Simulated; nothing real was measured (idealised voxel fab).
Presented below is a process module, voxel ribs on slabs.
Xsec cut, 145 nm wide, square cell size 5 nm.
Cross-section = grid of square cells, listed top down in bands; band = one or more rows.
Basically the band line says how high the top is and how high the bottom is, in nm, and then what's in it from left to right, every material with its width in nm. Empty space shows up as "blank", and if a single material carries "all across" it runs the full band edge to edge.
Zero point of the height axis is 0; under it, received wafer = one material. Lowest band: continues down indefinitely, "from 0 down".
So if you see something like "30->40" for the width, read it as the top row of the band sitting at the first number and the bottom row at the second, with every row in between moving by the same amount as the last.
Step note "stayed the same" = no cross-section cell changed.
The entry "Sealed cavities" lists the empty spaces that cover at least 8 cells and have no open path to the top. Each is written as width x height at distance, where the distance is measured from the left edge and all three values are in nm.
Where a step's line continues beyond its settings, the continuation is a remark by the simulator itself on that step.
overlay nm: mask offset rightward from planned place, masked step; negative means leftward offset.
### Here's what the planned process steps look like
step 1: RECEIVE (material Si)
step 2: DIRECTIONAL_DEP (material SiO2; thk nm 25)
step 3: DIRECTIONAL_DEP (material polySi; thk nm 15)
step 4: DIRECTIONAL_DEP (material aC; thk nm 15)
step 5: PATTERN (tone cover; mask id RIB; material resist; width nm 25; thk nm 35; overlay nm 0)
step 6: DIRECTIONAL_ETCH (etch materials aC; depth nm 15)
step 7: STRIP (etch materials resist)
step 8: DIRECTIONAL_ETCH (etch materials polySi; depth nm 10)
step 9: STRIP (etch materials aC)
step 10: DIRECTIONAL_DEP (material aC; thk nm 10)
step 11: PATTERN (tone cover; mask id SLAB; material resist; width nm 85; thk nm 25; overlay nm 0)
step 12: DIRECTIONAL_ETCH (etch materials aC; depth nm 10)
step 13: STRIP (etch materials resist)
step 14: DIRECTIONAL_ETCH (etch materials polySi; depth nm 5)
step 15: STRIP (etch materials aC)
step 16: FILL_DEP (material SiO2; thk nm 20)
step 17: CMP (height nm 50)
step 18: DIRECTIONAL_DEP (material W; thk nm 10)
step 19: PATTERN (tone cover; mask id HEATER; material resist; width nm 35; thk nm 15; overlay nm 0)
step 20: DIRECTIONAL_ETCH (etch materials W; depth nm 10)
step 21: STRIP (etch materials resist)
step 22: CONFORMAL_DEP (material SiN; thk nm 10)
### Wafer as received: cross-section following step 1
> from 0 down = Si all across
> Sealed cavities: none
### Module complete - cross-section of the first of two wafers, run according to plan
> from 70 to 60 = 45 of blank | 55 of SiN | 45 of blank
> from 60 to 50 = 55 of SiN | 35 of W | 55 of SiN
> from 50 to 40 = SiO2 all across
> from 40 to 30 = 60 of SiO2 | 25 of polySi | 60 of SiO2
> from 30 to 25 = 30 of SiO2 | 85 of polySi | 30 of SiO2
> from 25 to 0 = SiO2 all across
> from 0 down = Si all across
> Sealed cavities: none
### second wafer at the end: like start, like plan, one mistake
> from 70 to 60 = 45 of blank | 55 of SiN | 45 of blank
> from 60 to 50 = 55 of SiN | 35 of W | 55 of SiN
> from 50 to 40 = SiO2 all across
> from 40 to 30 = 60 of SiO2 | 25 of polySi | 60 of SiO2
> from 30 to 25 = 30 of SiO2 | 85 of polySi | 30 of SiO2
> from 25 to 0 = SiN all across
> from 0 down = Si all across
> Sealed cavities: none
Deviation noted in wafer processing: step 2 ran differently from the plan; actual operation with settings: DIRECTIONAL_DEP (material SiN; thk nm 25)
In the final state, the cell counts of the second wafer exceed or fall short of those of the first for the following materials: SiN +145, SiO2 -145
